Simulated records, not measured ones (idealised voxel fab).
Proc. module: voxel air gaps
cross-section cut | 260 nm wide | cells 5 nm
A cross-section is written here as square cells arranged in a grid, and it is given in bands from the top down, each band taking up one or more rows of cells. This entry defines a band. It first specifies the height of the band's top and the height of its bottom in nm, and then specifies the band's materials from left to right, stating each material with its width in nm. The word "full width" identifies a single material that fills the band from edge to edge, while the word "air" identifies empty space. The level at which height equals 0 is the one under which the wafer, as it arrives, is entirely one material. No lower edge exists for the bottom band, which continues downward and is notated as in "top 0, no bottom". It should be noted that a width expressed as "30 to 40" varies in equal increments from row to row of cells within the band, taking the value of the first number at the top row and that of the second number at the bottom row. "no alteration" -> step changed no cross-section cell. You'll see "Voids, fully enclosed" listing empty spaces that have no way open to the top, as long as they're 8 cells or more; the notation is width x height at distance, where the distance is from the left edge, and all of it is in nm. On a step's line, text after the settings is the simulator commenting on that step. overlay nm: right-of-plan distance of the mask on a masked step; negative values mean left-of-plan.

-- Here's what the planned process steps look like
step 1: RECEIVE | material Si
step 2: CONFORMAL_DEP | material SiO2 | thk nm 10
step 3: CONFORMAL_DEP | material SiCN | thk nm 5
step 4: DIRECTIONAL_DEP | material lowk | thk nm 35
step 5: DIRECTIONAL_DEP | material aC | thk nm 10
step 6: PATTERN | tone open | mask id LINES | material resist | width nm 25 | pitch nm 55 | thk nm 30 | overlay nm 0
step 7: DIRECTIONAL_ETCH | etch materials aC | depth nm 10
step 8: STRIP | etch materials resist
step 9: DIRECTIONAL_ETCH | etch materials lowk | depth nm 35
step 10: STRIP | etch materials aC
step 11: CONFORMAL_DEP | material TiN | thk nm 5
step 12: FILL_DEP | material Ru | thk nm 10
step 13: CMP | height nm 50
step 14: EPI | material Ru | thk nm 10
step 15: SELECTIVE_ETCH | etch materials lowk | depth nm 45
step 16: CONFORMAL_DEP | material SiCN | thk nm 5

-- The first of two wafers, run as planned

-- Here's what the wafer looked like in cross-section when it arrived - that's after step 1
top 0, no bottom | Si full width
Voids, fully enclosed: none

-- The wafer, seen in cross-section, after step 2
top 10, bottom 0 | SiO2 full width
Under the height 0 nothing was changed.

-- The wafer, seen in cross-section, after step 3
top 15, bottom 10 | SiCN full width
Under the height 10 nothing was changed.

-- The wafer, seen in cross-section, after step 4
top 50, bottom 15 | lowk full width
Under the height 15 nothing was changed.

-- The wafer, seen in cross-section, after step 5
top 60, bottom 50 | aC full width
Under the height 50 nothing was changed.

-- The wafer, seen in cross-section, after step 6
top 90, bottom 60 | 35 nm resist | 25 nm air | 30 nm resist | 25 nm air | 30 nm resist | 25 nm air | 30 nm resist | 25 nm air | 35 nm resist
Under the height 60 nothing was changed.

-- The wafer, seen in cross-section, after step 7
top 80, bottom 60 | 35 nm resist | 25 nm air | 30 nm resist | 25 nm air | 30 nm resist | 25 nm air | 30 nm resist | 25 nm air | 35 nm resist
top 60, bottom 50 | 35 nm aC | 25 nm air | 30 nm aC | 25 nm air | 30 nm aC | 25 nm air | 30 nm aC | 25 nm air | 35 nm aC
Under the height 50 nothing was changed.

-- The wafer, seen in cross-section, after step 8
top 60, bottom 50 | 35 nm aC | 25 nm air | 30 nm aC | 25 nm air | 30 nm aC | 25 nm air | 30 nm aC | 25 nm air | 35 nm aC
Under the height 50 nothing was changed.

-- The wafer, seen in cross-section, after step 9
top 60, bottom 50 | 35 nm aC | 25 nm air | 30 nm aC | 25 nm air | 30 nm aC | 25 nm air | 30 nm aC | 25 nm air | 35 nm aC
top 50, bottom 15 | 35 nm lowk | 25 nm air | 30 nm lowk | 25 nm air | 30 nm lowk | 25 nm air | 30 nm lowk | 25 nm air | 35 nm lowk
Under the height 15 nothing was changed.

-- The wafer, seen in cross-section, after step 10
top 50, bottom 15 | 35 nm lowk | 25 nm air | 30 nm lowk | 25 nm air | 30 nm lowk | 25 nm air | 30 nm lowk | 25 nm air | 35 nm lowk
Under the height 15 nothing was changed.

-- The wafer, seen in cross-section, after step 11
top 55, bottom 50 | 40 nm TiN | 15 nm air | 40 nm TiN | 15 nm air | 40 nm TiN | 15 nm air | 40 nm TiN | 15 nm air | 40 nm TiN
top 50, bottom 20 | 35 nm lowk | 5 nm TiN | 15 nm air | 5 nm TiN | 30 nm lowk | 5 nm TiN | 15 nm air | 5 nm TiN | 30 nm lowk | 5 nm TiN | 15 nm air | 5 nm TiN | 30 nm lowk | 5 nm TiN | 15 nm air | 5 nm TiN | 35 nm lowk
top 20, bottom 15 | 35 nm lowk | 25 nm TiN | 30 nm lowk | 25 nm TiN | 30 nm lowk | 25 nm TiN | 30 nm lowk | 25 nm TiN | 35 nm lowk
Under the height 15 nothing was changed.

-- The wafer, seen in cross-section, after step 12
top 65, bottom 55 | Ru full width
top 55, bottom 50 | 40 nm TiN | 15 nm Ru | 40 nm TiN | 15 nm Ru | 40 nm TiN | 15 nm Ru | 40 nm TiN | 15 nm Ru | 40 nm TiN
top 50, bottom 20 | 35 nm lowk | 5 nm TiN | 15 nm Ru | 5 nm TiN | 30 nm lowk | 5 nm TiN | 15 nm Ru | 5 nm TiN | 30 nm lowk | 5 nm TiN | 15 nm Ru | 5 nm TiN | 30 nm lowk | 5 nm TiN | 15 nm Ru | 5 nm TiN | 35 nm lowk
Under the height 20 nothing was changed.

-- The wafer, seen in cross-section, after step 13
top 50, bottom 20 | 35 nm lowk | 5 nm TiN | 15 nm Ru | 5 nm TiN | 30 nm lowk | 5 nm TiN | 15 nm Ru | 5 nm TiN | 30 nm lowk | 5 nm TiN | 15 nm Ru | 5 nm TiN | 30 nm lowk | 5 nm TiN | 15 nm Ru | 5 nm TiN | 35 nm lowk
Under the height 20 nothing was changed.

-- The wafer, seen in cross-section, after step 14
top 60, bottom 50 | 25 nm air | 45 nm Ru | 10 nm air | 45 nm Ru | 10 nm air | 45 nm Ru | 10 nm air | 45 nm Ru | 25 nm air
Under the height 50 nothing was changed.

-- The wafer, seen in cross-section, after step 15
top 60, bottom 50 | 25 nm air | 45 nm Ru | 10 nm air | 45 nm Ru | 10 nm air | 45 nm Ru | 10 nm air | 45 nm Ru | 25 nm air
top 50, bottom 20 | 35 nm air | 5 nm TiN | 15 nm Ru | 5 nm TiN | 30 nm air | 5 nm TiN | 15 nm Ru | 5 nm TiN | 30 nm air | 5 nm TiN | 15 nm Ru | 5 nm TiN | 30 nm air | 5 nm TiN | 15 nm Ru | 5 nm TiN | 35 nm air
top 20, bottom 15 | 35 nm air | 25 nm TiN | 30 nm air | 25 nm TiN | 30 nm air | 25 nm TiN | 30 nm air | 25 nm TiN | 35 nm air
Under the height 15 nothing was changed.

-- The wafer, seen in cross-section, after step 16
top 65, bottom 60 | 20 nm air | 220 nm SiCN | 20 nm air
top 60, bottom 50 | 20 nm air | 5 nm SiCN | 45 nm Ru | 10 nm SiCN | 45 nm Ru | 10 nm SiCN | 45 nm Ru | 10 nm SiCN | 45 nm Ru | 5 nm SiCN | 20 nm air
top 50, bottom 45 | 20 nm air | 15 nm SiCN | 5 nm TiN | 15 nm Ru | 5 nm TiN | 30 nm SiCN | 5 nm TiN | 15 nm Ru | 5 nm TiN | 30 nm SiCN | 5 nm TiN | 15 nm Ru | 5 nm TiN | 30 nm SiCN | 5 nm TiN | 15 nm Ru | 5 nm TiN | 15 nm SiCN | 20 nm air
top 45, bottom 20 | 30 nm air | 5 nm SiCN | 5 nm TiN | 15 nm Ru | 5 nm TiN | 5 nm SiCN | 20 nm air | 5 nm SiCN | 5 nm TiN | 15 nm Ru | 5 nm TiN | 5 nm SiCN | 20 nm air | 5 nm SiCN | 5 nm TiN | 15 nm Ru | 5 nm TiN | 5 nm SiCN | 20 nm air | 5 nm SiCN | 5 nm TiN | 15 nm Ru | 5 nm TiN | 5 nm SiCN | 30 nm air
top 20, bottom 15 | 35 nm SiCN | 25 nm TiN | 30 nm SiCN | 25 nm TiN | 30 nm SiCN | 25 nm TiN | 30 nm SiCN | 25 nm TiN | 35 nm SiCN
Under the height 15 nothing was changed.
Voids, fully enclosed: 20 x 25 at 65; 20 x 25 at 120; 20 x 25 at 175

-- Wafer two. Identical start, identical plan. One mistake in execution. Identical history through step 10

-- when step 11 should have ended
top 55, bottom 50 | 40 nm aC | 15 nm air | 40 nm aC | 15 nm air | 40 nm aC | 15 nm air | 40 nm aC | 15 nm air | 40 nm aC
top 50, bottom 20 | 35 nm lowk | 5 nm aC | 15 nm air | 5 nm aC | 30 nm lowk | 5 nm aC | 15 nm air | 5 nm aC | 30 nm lowk | 5 nm aC | 15 nm air | 5 nm aC | 30 nm lowk | 5 nm aC | 15 nm air | 5 nm aC | 35 nm lowk
top 20, bottom 15 | 35 nm lowk | 25 nm aC | 30 nm lowk | 25 nm aC | 30 nm lowk | 25 nm aC | 30 nm lowk | 25 nm aC | 35 nm lowk
Under the height 15 nothing was changed.

-- when step 12 should have ended
top 65, bottom 55 | Ru full width
top 55, bottom 50 | 40 nm aC | 15 nm Ru | 40 nm aC | 15 nm Ru | 40 nm aC | 15 nm Ru | 40 nm aC | 15 nm Ru | 40 nm aC
top 50, bottom 20 | 35 nm lowk | 5 nm aC | 15 nm Ru | 5 nm aC | 30 nm lowk | 5 nm aC | 15 nm Ru | 5 nm aC | 30 nm lowk | 5 nm aC | 15 nm Ru | 5 nm aC | 30 nm lowk | 5 nm aC | 15 nm Ru | 5 nm aC | 35 nm lowk
Under the height 20 nothing was changed.

-- when step 13 should have ended
top 50, bottom 20 | 35 nm lowk | 5 nm aC | 15 nm Ru | 5 nm aC | 30 nm lowk | 5 nm aC | 15 nm Ru | 5 nm aC | 30 nm lowk | 5 nm aC | 15 nm Ru | 5 nm aC | 30 nm lowk | 5 nm aC | 15 nm Ru | 5 nm aC | 35 nm lowk
Under the height 20 nothing was changed.

-- when step 14 should have ended
top 60, bottom 50 | 30 nm air | 35 nm Ru | 20 nm air | 35 nm Ru | 20 nm air | 35 nm Ru | 20 nm air | 35 nm Ru | 30 nm air
Under the height 50 nothing was changed.

-- when step 15 should have ended
top 60, bottom 50 | 30 nm air | 35 nm Ru | 20 nm air | 35 nm Ru | 20 nm air | 35 nm Ru | 20 nm air | 35 nm Ru | 30 nm air
top 50, bottom 20 | 35 nm air | 5 nm aC | 15 nm Ru | 5 nm aC | 30 nm air | 5 nm aC | 15 nm Ru | 5 nm aC | 30 nm air | 5 nm aC | 15 nm Ru | 5 nm aC | 30 nm air | 5 nm aC | 15 nm Ru | 5 nm aC | 35 nm air
top 20, bottom 15 | 35 nm air | 25 nm aC | 30 nm air | 25 nm aC | 30 nm air | 25 nm aC | 30 nm air | 25 nm aC | 35 nm air
Under the height 15 nothing was changed.

-- when step 16 should have ended
top 65, bottom 60 | 25 nm air | 45 nm SiCN | 10 nm air | 45 nm SiCN | 10 nm air | 45 nm SiCN | 10 nm air | 45 nm SiCN | 25 nm air
top 60, bottom 50 | 25 nm air | 5 nm SiCN | 35 nm Ru | 5 nm SiCN | 10 nm air | 5 nm SiCN | 35 nm Ru | 5 nm SiCN | 10 nm air | 5 nm SiCN | 35 nm Ru | 5 nm SiCN | 10 nm air | 5 nm SiCN | 35 nm Ru | 5 nm SiCN | 25 nm air
top 50, bottom 45 | 25 nm air | 10 nm SiCN | 5 nm aC | 15 nm Ru | 5 nm aC | 10 nm SiCN | 10 nm air | 10 nm SiCN | 5 nm aC | 15 nm Ru | 5 nm aC | 10 nm SiCN | 10 nm air | 10 nm SiCN | 5 nm aC | 15 nm Ru | 5 nm aC | 10 nm SiCN | 10 nm air | 10 nm SiCN | 5 nm aC | 15 nm Ru | 5 nm aC | 10 nm SiCN | 25 nm air
top 45, bottom 20 | 30 nm air | 5 nm SiCN | 5 nm aC | 15 nm Ru | 5 nm aC | 5 nm SiCN | 20 nm air | 5 nm SiCN | 5 nm aC | 15 nm Ru | 5 nm aC | 5 nm SiCN | 20 nm air | 5 nm SiCN | 5 nm aC | 15 nm Ru | 5 nm aC | 5 nm SiCN | 20 nm air | 5 nm SiCN | 5 nm aC | 15 nm Ru | 5 nm aC | 5 nm SiCN | 30 nm air
top 20, bottom 15 | 35 nm SiCN | 25 nm aC | 30 nm SiCN | 25 nm aC | 30 nm SiCN | 25 nm aC | 30 nm SiCN | 25 nm aC | 35 nm SiCN
Under the height 15 nothing was changed.
So what did we get wrong on this run? so step 11 ended up running with a different setting than we planned, it ran as CONFORMAL_DEP | material aC | thk nm 5
Wafer comparison, final, in cells, second relative to first, materials more or fewer: Ru -16; SiCN -16; TiN -68; aC +68
closed voids at the end (first wafer, second wafer): 3, 0
